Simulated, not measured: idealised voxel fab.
Proc. module: voxel self aligned contacts
The cross-section shown here is cut; it is 165 nm wide and divided into square cells measuring 5 nm on a side.
A cross-section is a grid of square cells, given in bands from the top down. A band is one or more rows of cells.
Each band's line starts with the height of the band's top and of its bottom, in nm. Then come its materials from left to right, each with its width in nm. One material with "all across" fills the band from edge to edge. "empty" is empty space.
Beneath 0, the wafer as received is one material, and that level is where height counting begins. The lowest band goes on downward without a bottom; it is written like "0 nm and below".
A width given as "30 to 40" starts at the first number in the band's top row and ends at the second number in its bottom row, shifting by an equal amount at every step from row to row.
A step reported as "no change occurred" is a step in which no cell of the cross-section changed.
Empty spaces without an open route to the top, at least 8 cells in extent, make up the entry "Sealed internal cavities"; each is given as width x height at distance, where the distance is measured from the left edge, and all are in nm.
Whatever follows a step's settings on its line is a remark the simulator itself makes about that step.
Regarding "overlay nm": on a step with a mask, it is the distance the mask lay to the right of its planned place; a negative value places it to the left.
-- Here's what the planned process steps look like
step 1: op RECEIVE | material Si
step 2: op CONFORMAL_DEP | material SiO2 | thk nm 5
step 3: op DIRECTIONAL_DEP | material polySi | thk nm 20
step 4: op DIRECTIONAL_DEP | material SiN | thk nm 20
step 5: op DIRECTIONAL_DEP | material aC | thk nm 15
step 6: op PATTERN | tone cover | mask id GATE | material resist | width nm 30 | pitch nm 75 | thk nm 35 | overlay nm 0
step 7: op DIRECTIONAL_ETCH | etch materials aC | depth nm 15
step 8: op STRIP | etch materials resist
step 9: op DIRECTIONAL_ETCH | etch materials SiN | depth nm 20
step 10: op DIRECTIONAL_ETCH | etch materials polySi | depth nm 20
step 11: op STRIP | etch materials aC
step 12: op CONFORMAL_DEP | material SiN | thk nm 10
step 13: op DIRECTIONAL_ETCH | etch materials SiN | depth nm 10
step 14: op FILL_DEP | material SiO2 | thk nm 15
step 15: op CMP | height nm 55
step 16: op DIRECTIONAL_DEP | material aC | thk nm 10
step 17: op PATTERN | tone open | mask id CONTACT | material resist | width nm 55 | thk nm 30 | overlay nm 0
step 18: op DIRECTIONAL_ETCH | etch materials aC | depth nm 10
step 19: op STRIP | etch materials resist
step 20: op DIRECTIONAL_ETCH | etch materials SiO2 | depth nm 55
step 21: op STRIP | etch materials aC
step 22: op CONFORMAL_DEP | material TiN | thk nm 5
step 23: op FILL_DEP | material Ru | thk nm 10
step 24: op CMP | height nm 55
step 25: op CONFORMAL_DEP | material SiCN | thk nm 5
-- Cross-section, incoming material, after step 1
> 0 nm and below: Si all across
> Sealed internal cavities: none
-- The first of two wafers, cross-sectioned at the end of the module, with the run proceeding as planned
> 60 nm to 55 nm: SiCN all across
> 55 nm to 45 nm: SiO2 (55); TiN (5 to 20); Ru (45 to 15); TiN (5 to 20); SiO2 (55)
> 45 nm to 25 nm: SiO2 (20); SiN (50); TiN (5); Ru (15); TiN (5); SiN (50); SiO2 (20)
> 25 nm to 5 nm: SiO2 (20); SiN (10); polySi (30); SiN (10); TiN (5); Ru (15); TiN (5); SiN (10); polySi (30); SiN (10); SiO2 (20)
> 5 nm to 0 nm: SiO2 (70); TiN (25); SiO2 (70)
> 0 nm and below: Si all across
> Sealed internal cavities: none
-- This is the second of the two wafers, cross-sectioned at the end of the module; it started exactly like the first and was given the same plan, but it was run with one mistake
> 60 nm to 55 nm: SiCN all across
> 55 nm to 50 nm: SiO2 (55); TiN (5); Ru (45); TiN (5); SiO2 (55)
> 50 nm to 45 nm: SiO2 (55); TiN (55); SiO2 (55)
> 45 nm to 25 nm: SiN (40); SiO2 (10); SiN (65); SiO2 (10); SiN (40)
> 25 nm to 5 nm: polySi (30); SiN (10); SiO2 (10); SiN (10); polySi (45); SiN (10); SiO2 (10); SiN (10); polySi (30)
> 5 nm to 0 nm: SiO2 all across
> 0 nm and below: Si all across
> Sealed internal cavities: none
Finding, execution versus plan: step 6 was not run as planned; what actually ran was op PATTERN | tone open | mask id GATE | material resist | width nm 30 | pitch nm 75 | thk nm 35 | overlay nm 0
At the finish, the second wafer shows more or fewer cells for some materials than the first does: -27 Ru; +36 SiN; -27 SiO2; -18 TiN; +36 polySi
